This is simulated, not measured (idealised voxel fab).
The following is a process module called voxel ribs on slabs.
Cross-section cut: width 270 nm, square cells of 5 nm.
In what follows, cross-sections appear as grids of square cells, described through bands that run from the top down, where every band is one or more rows of cells. Band: top height; bottom height; in nm. Then, left to right: material with width in nm, for each material. "all across": a single material spanning edge to edge. "air": empty space. Heights are reckoned from 0. Under this level, the received wafer is all of one material. The bottommost band is open-ended downward, for example "0 -> down". When a width is written as two numbers, as in "30 to 40", the first number is the width in the top row of cells of the band and the second is the width in its bottom row, and the width changes by the same amount from each row to the next. Step marked "same as before"? Then no cell in the cross-section changed in it. Empty spaces counting at least 8 cells and having no open way to the top are listed in "Catalogued sealed voids". The notation width x height at distance is used for each, the distance being from the left edge and all three values in nm. Text after the settings on a step's line: the simulator's own remark on that step. overlay nm, on a step with a mask: how far to the right of its planned place the mask lay; to the left if negative.
Process steps (planned)
- 1: RECEIVE with material Si
- 2: DIRECTIONAL_DEP with material SiO2, thk nm 25
- 3: DIRECTIONAL_DEP with material polySi, thk nm 15
- 4: DIRECTIONAL_DEP with material aC, thk nm 15
- 5: PATTERN with tone cover, mask id RIB, material resist, width nm 20, thk nm 30, overlay nm 0
- 6: DIRECTIONAL_ETCH with etch materials aC, depth nm 15
- 7: STRIP with etch materials resist
- 8: DIRECTIONAL_ETCH with etch materials polySi, depth nm 10
- 9: STRIP with etch materials aC
- 10: MASKED_ETCH with tone cover, mask id SLAB, width nm 50, etch materials polySi, depth nm 5, overlay nm 0
- 11: FILL_DEP with material SiO2, thk nm 25
- 12: CMP with height nm 55
- 13: DIRECTIONAL_DEP with material W, thk nm 5
- 14: DIRECTIONAL_DEP with material aC, thk nm 10
- 15: PATTERN with tone cover, mask id HEATER, material resist, width nm 30, thk nm 25, overlay nm 0
- 16: DIRECTIONAL_ETCH with etch materials aC, depth nm 10
- 17: STRIP with etch materials resist
- 18: DIRECTIONAL_ETCH with etch materials W, depth nm 5
- 19: STRIP with etch materials aC
- 20: CONFORMAL_DEP with material SiN, thk nm 10
As-received state of the wafer in cross-section, equivalent to post-step 1
  0 -> down = Si all across
  Catalogued sealed voids: none
End-of-module cross-section. Starting structure and process plan as above; one mistake made in running it
  10 -> 0 = SiN all across
  0 -> down = Si all across
  Catalogued sealed voids: none
Finding, execution versus plan: step 19 deviated from plan and actually ran as STRIP with etch materials SiO2
